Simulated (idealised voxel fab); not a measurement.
This section sets out a process module, namely voxel self aligned vias.
270 nm wide, 5 nm square cells: that's cross-section cut.
Cross-section, as written here: a square-cell grid given band by band from the top down, where a band holds one or more rows of cells.
Per band: top height and bottom height in nm, followed by the left-to-right materials and their widths in nm; "everywhere" marks a single material spanning edge to edge, "blank" marks empty space.
The reference from which all heights are counted is 0, the level beneath which the as-received wafer is entirely one material; the lowest band, having no lower bound, proceeds downward and is written after the example "from 0 down".
Width spec "30..40" -> top row of cells at first value, bottom row at second value, equal per-row change in between.
Given "no alterations made" for a step, no cell of the cross-section differs between before and after that step.
"Closed internal voids": empty spaces of 8 cells or more with no open way to the top, each given as width x height at distance, distance from the left edge, all in nm.
Anything after a step's settings on that line? It's the simulator's own note about the step.
When a step includes a mask, the "overlay nm" setting on its line states how far to the right of its planned place that mask lay, and negative values state how far to the left.

[Here's what the planned process steps look like]
1 RECEIVE: material Si
2 CONFORMAL_DEP: material SiO2, thk nm 15
3 CONFORMAL_DEP: material SiCN, thk nm 5
4 DIRECTIONAL_DEP: material SiO2, thk nm 25
5 MASKED_ETCH: tone open, mask id LINES, width nm 30, pitch nm 80, etch materials SiO2, depth nm 25, overlay nm 0
6 CONFORMAL_DEP: material TiN, thk nm 5
7 FILL_DEP: material W, thk nm 10
8 CMP: height nm 45
9 SELECTIVE_ETCH: etch materials W Ru TiN, depth nm 10
10 FILL_DEP: material SiN, thk nm 10
11 CMP: height nm 45
12 DIRECTIONAL_DEP: material SiO2, thk nm 15
13 PATTERN: tone open, mask id VIAS, material resist, width nm 50, pitch nm 80, thk nm 20, overlay nm 0
14 DIRECTIONAL_ETCH: etch materials SiO2, depth nm 15
15 DIRECTIONAL_ETCH: etch materials SiN, depth nm 10
16 STRIP: etch materials resist
17 CONFORMAL_DEP: material TiN, thk nm 5
18 FILL_DEP: material W, thk nm 10
19 CMP: height nm 60
20 CONFORMAL_DEP: material SiCN, thk nm 5

[As received (post step 1): cross-section]
> from 0 down | Si everywhere
> Closed internal voids: none

[Sectioned view, first of two wafers, at the close of the module, processed as intended in the plan]
> from 65 to 60 | SiCN everywhere
> from 60 to 50 | SiO2 (70), then TiN (5), then W (40), then TiN (5), then SiO2 (30), then TiN (5), then W (40), then TiN (5), then SiO2 (70)
> from 50 to 40 | SiO2 (70..80), then TiN (15..5), then W (20), then TiN (15..5), then SiO2 (30..50), then TiN (15..5), then W (20), then TiN (15..5), then SiO2 (70..80)
> from 40 to 35 | SiO2 (80), then TiN (30), then SiO2 (50), then TiN (30), then SiO2 (80)
> from 35 to 25 | SiO2 (80), then TiN (5), then W (20), then TiN (5), then SiO2 (50), then TiN (5), then W (20), then TiN (5), then SiO2 (80)
> from 25 to 20 | SiO2 (80), then TiN (30), then SiO2 (50), then TiN (30), then SiO2 (80)
> from 20 to 15 | SiCN everywhere
> from 15 to 0 | SiO2 everywhere
> from 0 down | Si everywhere
> Closed internal voids: none

[Module end: cross-section of wafer two of two. Same start and process plan as the first wafer. One mistake during execution]
> from 65 to 60 | SiCN everywhere
> from 60 to 50 | SiO2 (70), then TiN (5), then W (40), then TiN (5), then SiO2 (30), then TiN (5), then W (40), then TiN (5), then SiO2 (70)
> from 50 to 45 | SiO2 (70), then TiN (50), then SiO2 (30), then TiN (50), then SiO2 (70)
> from 45 to 35 | SiN (70), then TiN (10), then SiO2 (30), then TiN (10), then SiN (30), then TiN (10), then SiO2 (30), then TiN (10), then SiN (70)
> from 35 to 25 | W (75), then TiN (5), then SiO2 (30), then TiN (5), then W (40), then TiN (5), then SiO2 (30), then TiN (5), then W (75)
> from 25 to 20 | TiN (80), then SiO2 (30), then TiN (50), then SiO2 (30), then TiN (80)
> from 20 to 15 | SiCN everywhere
> from 15 to 0 | SiO2 everywhere
> from 0 down | Si everywhere
> Closed internal voids: none
Deviation from plan: contrary to plan, step 5 was performed as MASKED_ETCH: tone cover, mask id LINES, width nm 30, pitch nm 80, etch materials SiO2, depth nm 25, overlay nm 0
Final tally in cells, some materials are higher or lower on the second wafer than on the first: SiN +68, SiO2 -150, TiN +38, W +44
